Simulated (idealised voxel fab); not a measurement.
process module | voxel capacitor over wiring
cross-section cut | 225 nm wide | cells 5 nm
A cross-section is a grid of square cells, given in bands from the top down. A band is one or more rows of cells.
Each band's line starts with the height of the band's top and of its bottom, in nm. Then come its materials from left to right, each with its width in nm. One material with "throughout" fills the band from edge to edge. "air" is empty space.
Height 0 is the level under which the wafer as received is all one material. The lowest band goes on downwards, as in "0 down".
A width such as "30 to 40" changes by the same amount from each row of cells to the next, from the band's top row to its bottom row.
"no change" after a step means that no cell of the cross-section changed.
closed voids: empty space of 8 cells or more with no open way to the top, each as width x height at its distance from the left edge, in nm
after a step's settings: what the simulator itself notes on the step
overlay nm, on a step with a mask: how far to the right of its planned place the mask lay; to the left if negative
plan
1 op RECEIVE | material Si
2 op CONFORMAL_DEP | material SiO2 | thk nm 10
3 op DIRECTIONAL_DEP | material TiN | thk nm 5
4 op DIRECTIONAL_DEP | material Ru | thk nm 20
5 op PATTERN | tone cover | mask id METAL_1 | material resist | width nm 20 | pitch nm 80 | thk nm 15 | overlay nm 0
6 op DIRECTIONAL_ETCH | etch materials Ru | depth nm 20
7 op DIRECTIONAL_ETCH | etch materials TiN | depth nm 5
8 op STRIP | etch materials resist
9 op FILL_DEP | material lowk | thk nm 10
10 op CMP | height nm 35
11 op CONFORMAL_DEP | material SiCN | thk nm 5
12 op DIRECTIONAL_DEP | material lowk | thk nm 20
13 op DIRECTIONAL_DEP | material aC | thk nm 15
14 op PATTERN | tone open | mask id PLUG_1 | material resist | width nm 15 | thk nm 35 | overlay nm 0
15 op DIRECTIONAL_ETCH | etch materials aC | depth nm 15
16 op STRIP | etch materials resist
17 op DIRECTIONAL_ETCH | etch materials lowk | depth nm 20
18 op DIRECTIONAL_ETCH | etch materials SiCN | depth nm 5
19 op STRIP | etch materials aC
20 op CONFORMAL_DEP | material TiN | thk nm 5
21 op FILL_DEP | material W | thk nm 10
22 op CMP | height nm 60
23 op DIRECTIONAL_DEP | material TiN | thk nm 5
24 op DIRECTIONAL_DEP | material Al2O3 | thk nm 5
25 op DIRECTIONAL_DEP | material TiN | thk nm 5
26 op MASKED_ETCH | tone cover | mask id UPPER_PLATE | width nm 65 | etch materials TiN | depth nm 5 | overlay nm 0
27 op MASKED_ETCH | tone cover | mask id UPPER_PLATE | width nm 65 | etch materials Al2O3 | depth nm 5 | overlay nm 0
28 op DIRECTIONAL_DEP | material aC | thk nm 15
29 op PATTERN | tone cover | mask id LOWER_PLATE | material resist | width nm 75 | thk nm 30 | overlay nm 0
30 op DIRECTIONAL_ETCH | etch materials aC | depth nm 15
31 op STRIP | etch materials resist
32 op DIRECTIONAL_ETCH | etch materials TiN | depth nm 5
33 op STRIP | etch materials aC
34 op FILL_DEP | material SiO2 | thk nm 20
35 op CMP | height nm 90
36 op DIRECTIONAL_DEP | material aC | thk nm 10
37 op PATTERN | tone open | mask id PLUG_2 | material resist | width nm 15 | thk nm 30 | overlay nm 0
38 op DIRECTIONAL_ETCH | etch materials aC | depth nm 10
39 op STRIP | etch materials resist
40 op DIRECTIONAL_ETCH | etch materials SiO2 | depth nm 15
41 op STRIP | etch materials aC
42 op CONFORMAL_DEP | material TiN | thk nm 5
43 op FILL_DEP | material Cu | thk nm 5
44 op CMP | height nm 90
45 op CONFORMAL_DEP | material SiCN | thk nm 5
as received, after step 1
  0 down: Si throughout
  closed voids: none
first wafer at the end, as planned
  95 to 90: SiCN throughout
  90 to 80: SiO2 75 | TiN 5 | Cu 5 | TiN 5 | SiO2 135
  80 to 70: SiO2 75 to 65 | TiN 15 to 65 | SiO2 135 to 95
  70 to 65: SiO2 65 | Al2O3 65 | SiO2 95
  65 to 60: SiO2 60 | TiN 75 | SiO2 90
  60 to 40: lowk 65 | TiN 5 | W 5 | TiN 5 | lowk 145
  40 to 35: SiCN 65 | TiN 15 | SiCN 145
  35 to 15: lowk 60 | Ru 20 | lowk 60 | Ru 20 | lowk 65
  15 to 10: lowk 60 | TiN 20 | lowk 60 | TiN 20 | lowk 65
  10 to 0: SiO2 throughout
  0 down: Si throughout
  closed voids: none
second wafer at the end: like start, like plan, one mistake
  95 to 90: SiCN throughout
  90 to 80: SiO2 75 | TiN 5 | Cu 5 | TiN 5 | SiO2 135
  80 to 75: SiO2 75 | TiN 15 | SiO2 135
  75 to 70: SiO2 65 | Al2O3 65 | SiO2 95
  70 to 65: SiO2 60 | TiN 75 | SiO2 90
  65 to 60: TiN throughout
  60 to 40: lowk 65 | TiN 5 | W 5 | TiN 5 | lowk 145
  40 to 35: SiCN 65 | TiN 15 | SiCN 145
  35 to 15: lowk 60 | Ru 20 | lowk 60 | Ru 20 | lowk 65
  15 to 10: lowk 60 | TiN 20 | lowk 60 | TiN 20 | lowk 65
  10 to 0: SiO2 throughout
  0 down: Si throughout
  closed voids: none
what went wrong: steps 24 and 25 were swapped
at the end the second wafer has, in cells: 32 fewer of SiO2 | 32 more of TiN
